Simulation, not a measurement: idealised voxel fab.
Presented below is a process module, voxel ribs on slabs.
Displayed cross-section: cut, width of 215 nm, square cells sized 5 nm.
Cross-section layout: square cells on a grid; listed as bands, top to bottom; a band spans one or more cell rows. The band entry comprises the height of the band's top followed by the height of its bottom, expressed in nm, and subsequently the band's materials from left to right, each stated together with its width in nm. Where a single material is marked with the word "full width", that material fills the band from edge to edge. The word "blank" represents empty space. For the purposes of this specification, 0 denotes the height below which the wafer in its as-received condition is composed wholly of one material, and the lowermost band, lacking a lower limit, extends downward without end, as expressed in "from 0 down". The width entry "30->40" should be interpreted row by row: the top row of cells in the band takes the first number, the bottom row takes the second number, and the change between adjacent rows is uniform throughout. "changes: none", as given for a step, is the statement that not any cell of the cross-section underwent a change during that step. Basically, "Cavities, closed" tells you about the enclosed voids: empty spaces with no open way to the top, 8 cells or bigger, each written width x height at distance, where distance is from the left edge, all in nm. Past the settings on a step's line: simulator remark, on that step. Each step line may optionally specify "overlay nm", which for a step with a mask gives the rightward distance between the mask's planned place and where it lay, a negative value indicating the leftward direction.
Steps in the process plan
step 1: RECEIVE [material Si]
step 2: DIRECTIONAL_DEP [material SiO2] [thk nm 25]
step 3: DIRECTIONAL_DEP [material SiN] [thk nm 15]
step 4: PATTERN [tone cover] [mask id RIB] [material resist] [width nm 25] [thk nm 15] [overlay nm 0]
step 5: DIRECTIONAL_ETCH [etch materials SiN] [depth nm 5]
step 6: STRIP [etch materials resist]
step 7: PATTERN [tone cover] [mask id SLAB] [material resist] [width nm 45] [thk nm 15] [overlay nm 0]
step 8: DIRECTIONAL_ETCH [etch materials SiN] [depth nm 10]
step 9: STRIP [etch materials resist]
step 10: FILL_DEP [material SiO2] [thk nm 25]
step 11: CMP [height nm 60]
step 12: DIRECTIONAL_DEP [material TiN] [thk nm 10]
step 13: DIRECTIONAL_DEP [material aC] [thk nm 15]
step 14: PATTERN [tone cover] [mask id HEATER] [material resist] [width nm 35] [thk nm 35] [overlay nm 0]
step 15: DIRECTIONAL_ETCH [etch materials aC] [depth nm 15]
step 16: STRIP [etch materials resist]
step 17: DIRECTIONAL_ETCH [etch materials TiN] [depth nm 10]
step 18: STRIP [etch materials aC]
step 19: CONFORMAL_DEP [material SiO2] [thk nm 10]
Among the wafers covered here, the point of difference is the width nm at step 7; their starting state is shared, and the plan presents the value of the first wafer.
Cross-section of the first of several received wafers, showing its state after step 1
> from 0 down | Si full width
> Cavities, closed: none
Depicted here is the first of several wafers in cross-section, at module completion following the last step, step 19
> from 80 to 70 | 80 nm blank; 55 nm SiO2; 80 nm blank
> from 70 to 60 | 90 nm SiO2; 35 nm TiN; 90 nm SiO2
> from 60 to 40 | SiO2 full width
> from 40 to 35 | 95 nm SiO2; 25 nm SiN; 95 nm SiO2
> from 35 to 25 | 85 nm SiO2; 45 nm SiN; 85 nm SiO2
> from 25 to 0 | SiO2 full width
> from 0 down | Si full width
> Cavities, closed: none
Module end, final wafer: cross-section
> from 80 to 70 | 80 nm blank; 55 nm SiO2; 80 nm blank
> from 70 to 60 | 90 nm SiO2; 35 nm TiN; 90 nm SiO2
> from 60 to 40 | SiO2 full width
> from 40 to 35 | 95 nm SiO2; 25 nm SiN; 95 nm SiO2
> from 35 to 25 | 75 nm SiO2; 70 nm SiN; 70 nm SiO2
> from 25 to 0 | SiO2 full width
> from 0 down | Si full width
> Cavities, closed: none
Basically each wafer gets a line in the table, showing it at the end of the module: material by material, the cells it gained (+) or lost (-) since we got it, then its closed voids
width nm 45; +23 SiN; +587 SiO2; +14 TiN; Cavities, closed: none
width nm 50; +25 SiN; +585 SiO2; +14 TiN; Cavities, closed: none
width nm 55; +27 SiN; +583 SiO2; +14 TiN; Cavities, closed: none
width nm 60; +29 SiN; +581 SiO2; +14 TiN; Cavities, closed: none
width nm 65; +31 SiN; +579 SiO2; +14 TiN; Cavities, closed: none
width nm 70; +33 SiN; +577 SiO2; +14 TiN; Cavities, closed: none
